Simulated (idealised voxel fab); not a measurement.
A process module follows: voxel transistor to metal.
This is section cut - it's 300 nm across, gridded in 5 nm square cells.
Notation: cross-section as square-cell grid; stated in bands, top first, going down; one or more cell rows per band. Heights first: top, then bottom, in nm. Then materials, left to right, each with a width in nm. "edge to edge" on a single material: fills the band edge to edge. "air": empty space. Heights from 0 (as-received wafer is one material below). Bottom band endless downward, as "z 0 and below". Graded width ("30..40"): value in top row of band = first number; value in bottom row = second number; row-to-row change constant. Take "identical to before" at face value: in the step it is given for, the cross-section changed in none of its cells. "Sealed internal cavities" specifies each empty space that is not open to the top and that occupies no fewer than 8 cells, using the form width x height at distance, the distance measured from the left edge and all three quantities in nm. If you see something after the settings on a step's line, that's the simulator's own remark about that step. For masked steps, "overlay nm" on the step line gives how far right of plan the mask actually lay; a minus sign means it lay to the left.

[Process steps (planned)]
step 1: RECEIVE [material Si]
step 2: OXIDIZE [depth nm 5]
step 3: CONFORMAL_DEP [material SiN] [thk nm 10]
step 4: DIRECTIONAL_DEP [material aC] [thk nm 15]
step 5: PATTERN [tone cover] [mask id ACTIVE] [material resist] [width nm 105] [pitch nm 135] [thk nm 35] [overlay nm 0]
step 6: DIRECTIONAL_ETCH [etch materials aC] [depth nm 15]
step 7: STRIP [etch materials resist]
step 8: DIRECTIONAL_ETCH [etch materials SiN] [depth nm 10]
step 9: DIRECTIONAL_ETCH [etch materials SiO2] [depth nm 5]
step 10: DIRECTIONAL_ETCH [etch materials Si] [depth nm 30]
step 11: STRIP [etch materials aC]
step 12: FILL_DEP [material SiO2] [thk nm 15]
step 13: CMP [height nm 10]
step 14: SELECTIVE_ETCH [etch materials SiO2] [depth nm 10]
step 15: STRIP [etch materials SiN]
step 16: SELECTIVE_ETCH [etch materials SiO2] [depth nm 5]
step 17: OXIDIZE [depth nm 5]
step 18: DIRECTIONAL_DEP [material polySi] [thk nm 25]
step 19: DIRECTIONAL_DEP [material SiCN] [thk nm 15]
step 20: MASKED_ETCH [tone cover] [mask id GATE] [width nm 25] [pitch nm 135] [etch materials SiCN] [depth nm 25] [overlay nm 0]
step 21: MASKED_ETCH [tone cover] [mask id GATE] [width nm 25] [pitch nm 135] [etch materials polySi] [depth nm 35] [overlay nm 0]
step 22: CONFORMAL_DEP [material SiN] [thk nm 5]
step 23: DIRECTIONAL_ETCH [etch materials SiN] [depth nm 5]
step 24: DIRECTIONAL_ETCH [etch materials SiO2] [depth nm 5]
step 25: DIRECTIONAL_ETCH [etch materials Si] [depth nm 15]
step 26: EPI [material SiGe] [thk nm 15]
step 27: FILL_DEP [material SiO2] [thk nm 10]
step 28: CMP [height nm 20]
step 29: STRIP [etch materials polySi]
step 30: SELECTIVE_ETCH [etch materials SiO2] [depth nm 5]
step 31: CONFORMAL_DEP [material HfO2] [thk nm 5]
step 32: CONFORMAL_DEP [material TiN] [thk nm 5]
step 33: FILL_DEP [material W] [thk nm 5]
step 34: CMP [height nm 15]
step 35: DIRECTIONAL_DEP [material SiO2] [thk nm 10]
step 36: DIRECTIONAL_DEP [material aC] [thk nm 10]
step 37: PATTERN [tone open] [mask id CONTACT] [material resist] [width nm 15] [thk nm 25] [overlay nm 0]
step 38: DIRECTIONAL_ETCH [etch materials aC] [depth nm 10]
step 39: STRIP [etch materials resist]
step 40: DIRECTIONAL_ETCH [etch materials SiO2] [depth nm 35]
step 41: STRIP [etch materials aC]
step 42: CONFORMAL_DEP [material TiN] [thk nm 5]
step 43: FILL_DEP [material W] [thk nm 10]
step 44: CMP [height nm 25]
step 45: CONFORMAL_DEP [material SiN] [thk nm 5]
step 46: DIRECTIONAL_DEP [material lowk] [thk nm 20]
step 47: MASKED_ETCH [tone open] [mask id METAL_1] [width nm 15] [etch materials lowk] [depth nm 20] [overlay nm 0]
step 48: MASKED_ETCH [tone open] [mask id METAL_1] [width nm 15] [etch materials SiN] [depth nm 5] [overlay nm 0]
step 49: CONFORMAL_DEP [material TiN] [thk nm 5]
step 50: FILL_DEP [material W] [thk nm 5]
step 51: CMP [height nm 50]
step 52: CONFORMAL_DEP [material SiCN] [thk nm 5]
step 53: DIRECTIONAL_DEP [material lowk] [thk nm 30]
step 54: PATTERN [tone open] [mask id METAL_2] [material resist] [width nm 15] [pitch nm 135] [thk nm 20] [overlay nm 0]
step 55: DIRECTIONAL_ETCH [etch materials lowk] [depth nm 20]
step 56: STRIP [etch materials resist]
step 57: PATTERN [tone open] [mask id METAL_2_HOLES] [material resist] [width nm 15] [pitch nm 135] [thk nm 20] [overlay nm 0]
step 58: DIRECTIONAL_ETCH [etch materials lowk] [depth nm 10]
step 59: DIRECTIONAL_ETCH [etch materials SiCN] [depth nm 5]
step 60: STRIP [etch materials resist]
step 61: CONFORMAL_DEP [material TiN] [thk nm 5]
step 62: FILL_DEP [material Ru] [thk nm 5]
step 63: CMP [height nm 85]
step 64: CONFORMAL_DEP [material SiCN] [thk nm 5]

[As-received wafer cross-section (after step 1)]
> z 0 and below  Si edge to edge
> Sealed internal cavities: none

[Figure: cross-sectional view of the wafer upon completion of the module, processed from the initial state and according to the plan depicted above, with one error introduced during execution]
> z 90 to 85  SiCN edge to edge
> z 85 to 55  lowk 35 nm, TiN 5 nm, Ru 5 nm, TiN 5 nm, lowk 120 nm, TiN 5 nm, Ru 5 nm, TiN 5 nm, lowk 115 nm
> z 55 to 50  SiCN 35 nm, TiN 15 nm, SiCN 120 nm, TiN 15 nm, SiCN 115 nm
> z 50 to 30  aC edge to edge
> z 30 to 25  SiN edge to edge
> z 25 to 15  SiO2 35 nm, TiN 5 nm, W 5 nm, TiN 5 nm, SiO2 65 nm, TiN 5 nm, W 5 nm, TiN 5 nm, SiO2 40 nm, TiN 5 nm, W 5 nm, TiN 5 nm, SiO2 65 nm, TiN 5 nm, W 5 nm, TiN 5 nm, SiO2 35 nm
> z 15 to 5  SiO2 35 nm, TiN 5 nm, W 5 nm, TiN 5 nm, SiO2 15 nm, SiN 5 nm, HfO2 5 nm, TiN 5 nm, W 5 nm, TiN 5 nm, HfO2 5 nm, SiN 5 nm, SiO2 15 nm, TiN 5 nm, W 5 nm, TiN 5 nm, SiO2 40 nm, TiN 5 nm, W 5 nm, TiN 5 nm, SiO2 15 nm, SiN 5 nm, HfO2 5 nm, TiN 5 nm, W 5 nm, TiN 5 nm, HfO2 5 nm, SiN 5 nm, SiO2 15 nm, TiN 5 nm, W 5 nm, TiN 5 nm, SiO2 35 nm
> z 5 to 0  SiO2 35 nm, TiN 5 nm, W 5 nm, TiN 5 nm, SiGe 15 nm, SiN 5 nm, HfO2 5 nm, TiN 5 nm, W 5 nm, TiN 5 nm, HfO2 5 nm, SiN 5 nm, SiGe 15 nm, TiN 5 nm, W 5 nm, TiN 5 nm, SiO2 40 nm, TiN 5 nm, W 5 nm, TiN 5 nm, SiGe 15 nm, SiN 5 nm, HfO2 5 nm, TiN 5 nm, W 5 nm, TiN 5 nm, HfO2 5 nm, SiN 5 nm, SiGe 15 nm, TiN 5 nm, W 5 nm, TiN 5 nm, SiO2 35 nm
> z 0 to -5  SiO2 35 nm, TiN 5 nm, W 5 nm, TiN 5 nm, SiGe 15 nm, SiN 5 nm, HfO2 5 nm, TiN 15 nm, HfO2 5 nm, SiN 5 nm, SiGe 15 nm, TiN 5 nm, W 5 nm, TiN 5 nm, SiO2 40 nm, TiN 5 nm, W 5 nm, TiN 5 nm, SiGe 15 nm, SiN 5 nm, HfO2 5 nm, TiN 15 nm, HfO2 5 nm, SiN 5 nm, SiGe 15 nm, TiN 5 nm, W 5 nm, TiN 5 nm, SiO2 35 nm
> z -5 to -10  SiO2 35 nm, TiN 15 nm, SiGe 15 nm, HfO2 35 nm, SiGe 15 nm, TiN 15 nm, SiO2 40 nm, TiN 15 nm, SiGe 15 nm, HfO2 35 nm, SiGe 15 nm, TiN 15 nm, SiO2 35 nm
> z -10 to -25  SiO2 30 nm, SiGe 35 nm, Si 35 nm, SiGe 35 nm, SiO2 30 nm, SiGe 35 nm, Si 35 nm, SiGe 35 nm, SiO2 30 nm
> z -25 to -35  SiO2 30 nm, Si 105 nm, SiO2 30 nm, Si 105 nm, SiO2 30 nm
> z -35 and below  Si edge to edge
> Sealed internal cavities: none
What was done differently from what was planned? step 46 changed vs plan, executed as DIRECTIONAL_DEP [material aC] [thk nm 20]
